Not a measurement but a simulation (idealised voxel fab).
process module | voxel capacitor over wiring
cross-section cut | 235 nm wide | cells 5 nm
A cross-section is a grid of square cells, given in bands from the top down. A band is one or more rows of cells.
Each band's line starts with the height of the band's top and of its bottom, in nm. Then come its materials from left to right, each with its width in nm. One material with "throughout" fills the band from edge to edge. "air" is empty space.
Height 0 is the level under which the wafer as received is all one material. The lowest band goes on downwards, as in "0 down".
A width such as "30 to 40" changes by the same amount from each row of cells to the next, from the band's top row to its bottom row.
"no change" after a step means that no cell of the cross-section changed.
closed voids: empty space of 8 cells or more with no open way to the top, each as width x height at its distance from the left edge, in nm
after a step's settings: what the simulator itself notes on the step
overlay nm, on a step with a mask: how far to the right of its planned place the mask lay; to the left if negative
plan
1 op RECEIVE | material Si
2 op CONFORMAL_DEP | material SiO2 | thk nm 15
3 op DIRECTIONAL_DEP | material TiN | thk nm 5
4 op DIRECTIONAL_DEP | material W | thk nm 20
5 op MASKED_ETCH | tone cover | mask id METAL_1 | width nm 25 | pitch nm 95 | etch materials W | depth nm 20 | overlay nm 0
6 op MASKED_ETCH | tone cover | mask id METAL_1 | width nm 25 | pitch nm 95 | etch materials TiN | depth nm 5 | overlay nm 0
7 op CONFORMAL_DEP | material SiN | thk nm 5
8 op FILL_DEP | material lowk | thk nm 5
9 op CMP | height nm 40
10 op CONFORMAL_DEP | material SiCN | thk nm 5
11 op DIRECTIONAL_DEP | material SiO2 | thk nm 20
12 op MASKED_ETCH | tone open | mask id PLUG_1 | width nm 15 | etch materials SiO2 | depth nm 20 | overlay nm 0
13 op MASKED_ETCH | tone open | mask id PLUG_1 | width nm 15 | etch materials SiCN | depth nm 5 | overlay nm 0
14 op EPI | material Ru | thk nm 10
15 op EPI | material Ru | thk nm 10
16 op EPI | material Ru | thk nm 5
17 op DIRECTIONAL_DEP | material TiN | thk nm 10
18 op DIRECTIONAL_DEP | material Al2O3 | thk nm 5
19 op DIRECTIONAL_DEP | material TiN | thk nm 10
20 op DIRECTIONAL_DEP | material aC | thk nm 15
21 op PATTERN | tone cover | mask id UPPER_PLATE | material resist | width nm 75 | thk nm 35 | overlay nm 0
22 op DIRECTIONAL_ETCH | etch materials aC | depth nm 15
23 op STRIP | etch materials resist
24 op DIRECTIONAL_ETCH | etch materials TiN | depth nm 10
25 op DIRECTIONAL_ETCH | etch materials Al2O3 | depth nm 5
26 op STRIP | etch materials aC
27 op MASKED_ETCH | tone cover | mask id LOWER_PLATE | width nm 85 | etch materials TiN | depth nm 10 | overlay nm 0
28 op FILL_DEP | material SiO2 | thk nm 15
29 op CMP | height nm 100
30 op DIRECTIONAL_DEP | material aC | thk nm 10
31 op PATTERN | tone open | mask id PLUG_2 | material resist | width nm 15 | thk nm 25 | overlay nm 0
32 op DIRECTIONAL_ETCH | etch materials aC | depth nm 10
33 op STRIP | etch materials resist
34 op DIRECTIONAL_ETCH | etch materials SiO2 | depth nm 10
35 op STRIP | etch materials aC
36 op CONFORMAL_DEP | material TiN | thk nm 5
37 op FILL_DEP | material Ru | thk nm 10
38 op CMP | height nm 100
39 op CONFORMAL_DEP | material SiN | thk nm 5
as received, after step 1
  0 down: Si throughout
  closed voids: none
a wafer at the end: this start, this plan, one mistake
  105 to 100: SiN throughout
  100 to 95: SiO2 75 | TiN 5 | Ru 5 | TiN 5 | SiO2 145
  95 to 90: SiO2 75 | TiN 15 | SiO2 145
  90 to 80: SiO2 65 | TiN 75 | SiO2 95
  80 to 75: SiO2 65 | Al2O3 75 | SiO2 95
  75 to 65: SiO2 60 | TiN 85 | SiO2 90
  65 to 45: SiO2 65 | Ru 15 | SiO2 155
  45 to 40: SiCN 65 | Ru 15 | SiCN 155
  40 to 20: lowk 50 | Al2O3 5 | W 25 | Al2O3 5 | lowk 60 | Al2O3 5 | W 25 | Al2O3 5 | lowk 55
  20 to 15: Al2O3 55 | TiN 25 | Al2O3 70 | TiN 25 | Al2O3 60
  15 to 0: SiO2 throughout
  0 down: Si throughout
  closed voids: none
what went wrong: step 7 ran as: op CONFORMAL_DEP | material Al2O3 | thk nm 5
